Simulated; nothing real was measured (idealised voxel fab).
Process module in this document: voxel self aligned contacts
Square cell edge 5 nm, section width 190 nm, ID cut.
In what follows, cross-sections appear as grids of square cells, described through bands that run from the top down, where every band is one or more rows of cells.
Top height, bottom height, nm. Materials left to right, width each, nm. Single material + "edge to edge" = fills band edge to edge. "air" = empty.
Height reference: 0 = level under which incoming wafer is all one material. Lowest band: no bottom, runs on downward, e.g. "top 0, no bottom".
You'd read "30->40" like this: the band's top row of cells is as wide as the first number, its bottom row is as wide as the second, and going down, every row changes width by the same amount as the row before did.
"nothing different" means the step left every cell of the cross-section as it was.
Any empty space of 8 cells or more lacking an open way to the top shows up in "Closed void roster" as width x height at distance, distance from the left edge, in nm.
On a step's line, text after the settings is the simulator commenting on that step.
overlay nm: mask right of planned place by this much (step with mask). Neg. = left.
List of planned process steps
step 1: RECEIVE (material Si)
step 2: CONFORMAL_DEP (material SiO2; thk nm 5)
step 3: DIRECTIONAL_DEP (material polySi; thk nm 20)
step 4: DIRECTIONAL_DEP (material SiN; thk nm 20)
step 5: DIRECTIONAL_DEP (material aC; thk nm 15)
step 6: PATTERN (tone cover; mask id GATE; material resist; width nm 15; pitch nm 65; thk nm 35; overlay nm 0)
step 7: DIRECTIONAL_ETCH (etch materials aC; depth nm 15)
step 8: STRIP (etch materials resist)
step 9: DIRECTIONAL_ETCH (etch materials SiN; depth nm 20)
step 10: DIRECTIONAL_ETCH (etch materials polySi; depth nm 20)
step 11: STRIP (etch materials aC)
step 12: CONFORMAL_DEP (material SiN; thk nm 10)
step 13: DIRECTIONAL_ETCH (etch materials SiN; depth nm 10)
step 14: FILL_DEP (material SiO2; thk nm 20)
step 15: CMP (height nm 55)
step 16: PATTERN (tone open; mask id CONTACT; material resist; width nm 50; pitch nm 65; thk nm 20; overlay nm 0)
step 17: DIRECTIONAL_ETCH (etch materials SiO2; depth nm 55)
step 18: STRIP (etch materials resist)
step 19: CONFORMAL_DEP (material TiN; thk nm 5)
step 20: FILL_DEP (material Ru; thk nm 5)
step 21: CMP (height nm 55)
step 22: CONFORMAL_DEP (material SiCN; thk nm 5)
Heads up: all these wafers start the same, and what changes between them is the width nm in step 6. The value you see in the plan is just what the first wafer got.
first wafer as received, after step 1
	top 0, no bottom = Si edge to edge
	Closed void roster: none
The table below has one row for each wafer; a row shows, as of the end of the module, how many cells of each material the wafer has gained, marked (+), or lost, marked (-), since it was received, and then the wafer's closed voids
width nm 15; +88 Ru; +38 SiCN; +132 SiN; +102 SiO2; +60 TiN; +36 polySi; Closed void roster: none
width nm 20; +70 Ru; +38 SiCN; +144 SiN; +96 SiO2; +60 TiN; +48 polySi; Closed void roster: none
width nm 25; +52 Ru; +38 SiCN; +156 SiN; +90 SiO2; +60 TiN; +60 polySi; Closed void roster: none
width nm 30; +34 Ru; +38 SiCN; +168 SiN; +84 SiO2; +60 TiN; +72 polySi; Closed void roster: none
